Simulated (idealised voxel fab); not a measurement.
process module | voxel transistor to metal
cross-section cut | 180 nm wide | cells 5 nm
A cross-section is a grid of square cells, given in bands from the top down. A band is one or more rows of cells.
Each band's line starts with the height of the band's top and of its bottom, in nm. Then come its materials from left to right, each with its width in nm. One material with "throughout" fills the band from edge to edge. "air" is empty space.
Height 0 is the level under which the wafer as received is all one material. The lowest band goes on downwards, as in "0 down".
A width such as "30 to 40" changes by the same amount from each row of cells to the next, from the band's top row to its bottom row.
"no change" after a step means that no cell of the cross-section changed.
closed voids: empty space of 8 cells or more with no open way to the top, each as width x height at its distance from the left edge, in nm
after a step's settings: what the simulator itself notes on the step
overlay nm, on a step with a mask: how far to the right of its planned place the mask lay; to the left if negative
plan
1 op RECEIVE | material Si
2 op CONFORMAL_DEP | material SiO2 | thk nm 5
3 op CONFORMAL_DEP | material SiN | thk nm 15
4 op MASKED_ETCH | tone cover | mask id ACTIVE | width nm 100 | etch materials SiN | depth nm 15 | overlay nm 0
5 op MASKED_ETCH | tone cover | mask id ACTIVE | width nm 100 | etch materials SiO2 | depth nm 5 | overlay nm 0
6 op MASKED_ETCH | tone cover | mask id ACTIVE | width nm 100 | etch materials Si | depth nm 20 | overlay nm 0
7 op OXIDIZE | depth nm 5
8 op FILL_DEP | material SiO2 | thk nm 10
9 op CMP | height nm 20
10 op SELECTIVE_ETCH | etch materials SiO2 | depth nm 10
11 op STRIP | etch materials SiN
12 op SELECTIVE_ETCH | etch materials SiO2 | depth nm 5
13 op OXIDIZE | depth nm 5
14 op DIRECTIONAL_DEP | material polySi | thk nm 25
15 op DIRECTIONAL_DEP | material SiCN | thk nm 10
16 op DIRECTIONAL_DEP | material aC | thk nm 10
17 op PATTERN | tone cover | mask id GATE | material resist | width nm 20 | thk nm 30 | overlay nm 0
18 op DIRECTIONAL_ETCH | etch materials aC | depth nm 10
19 op STRIP | etch materials resist
20 op DIRECTIONAL_ETCH | etch materials SiCN | depth nm 20
21 op DIRECTIONAL_ETCH | etch materials polySi | depth nm 35
22 op STRIP | etch materials aC
23 op CONFORMAL_DEP | material SiN | thk nm 10
24 op DIRECTIONAL_ETCH | etch materials SiN | depth nm 10
25 op DIRECTIONAL_ETCH | etch materials SiO2 | depth nm 5
26 op DIRECTIONAL_ETCH | etch materials Si | depth nm 10
27 op EPI | material nSi | thk nm 10
28 op FILL_DEP | material SiO2 | thk nm 5
29 op CMP | height nm 35
30 op DIRECTIONAL_DEP | material SiO2 | thk nm 15
31 op MASKED_ETCH | tone open | mask id CONTACT | width nm 20 | pitch nm 70 | etch materials SiO2 | depth nm 55 | overlay nm 0
32 op CONFORMAL_DEP | material TiN | thk nm 5
33 op FILL_DEP | material W | thk nm 5
34 op CMP | height nm 50
35 op DIRECTIONAL_DEP | material TiN | thk nm 5
36 op DIRECTIONAL_DEP | material Ru | thk nm 20
37 op MASKED_ETCH | tone cover | mask id METAL_1 | width nm 20 | pitch nm 70 | etch materials Ru | depth nm 20 | overlay nm 0
38 op MASKED_ETCH | tone cover | mask id METAL_1 | width nm 20 | pitch nm 70 | etch materials TiN | depth nm 5 | overlay nm 0
39 op FILL_DEP | material lowk | thk nm 10
40 op CMP | height nm 75
41 op CONFORMAL_DEP | material SiCN | thk nm 5
42 op DIRECTIONAL_DEP | material lowk | thk nm 20
43 op DIRECTIONAL_DEP | material aC | thk nm 10
44 op PATTERN | tone open | mask id METAL_2_HOLES | material resist | width nm 15 | pitch nm 70 | thk nm 30 | overlay nm 0
45 op DIRECTIONAL_ETCH | etch materials aC | depth nm 10
46 op STRIP | etch materials resist
47 op DIRECTIONAL_ETCH | etch materials lowk | depth nm 30
48 op STRIP | etch materials aC
49 op PATTERN | tone open | mask id METAL_2 | material resist | width nm 20 | pitch nm 70 | thk nm 20 | overlay nm 0
50 op DIRECTIONAL_ETCH | etch materials lowk | depth nm 15
51 op DIRECTIONAL_ETCH | etch materials SiCN | depth nm 5
52 op STRIP | etch materials resist
53 op CONFORMAL_DEP | material TiN | thk nm 5
54 op FILL_DEP | material Ru | thk nm 5
55 op CMP | height nm 110
56 op CONFORMAL_DEP | material SiN | thk nm 5
varied across the wafers: thk nm of step 42. The plan shows the first wafer's value. All wafers start alike
first wafer as received, after step 1
  0 down: Si throughout
  closed voids: none
each wafer at the end: cells of each material gained (+) or lost (-) since it was received, then its closed voids
thk nm 20 | +84 Ru | -128 Si | +38 SiCN | +68 SiN | +316 SiO2 | +112 TiN | +36 W | +254 lowk | +28 nSi | +20 polySi | closed voids: none
thk nm 25 | +50 Ru | -128 Si | +38 SiCN | +68 SiN | +316 SiO2 | +116 TiN | +36 W | +284 lowk | +28 nSi | +20 polySi | closed voids: none
thk nm 30 | +48 Ru | -128 Si | +38 SiCN | +68 SiN | +316 SiO2 | +88 TiN | +36 W | +314 lowk | +28 nSi | +20 polySi | closed voids: none
thk nm 35 | +46 Ru | -128 Si | +38 SiCN | +68 SiN | +316 SiO2 | +88 TiN | +36 W | +316 lowk | +28 nSi | +20 polySi | closed voids: none
thk nm 40 | +44 Ru | -128 Si | +38 SiCN | +68 SiN | +316 SiO2 | +88 TiN | +36 W | +318 lowk | +28 nSi | +20 polySi | closed voids: none
thk nm 45 | +44 Ru | -128 Si | +38 SiCN | +68 SiN | +316 SiO2 | +86 TiN | +36 W | +320 lowk | +28 nSi | +20 polySi | closed voids: none
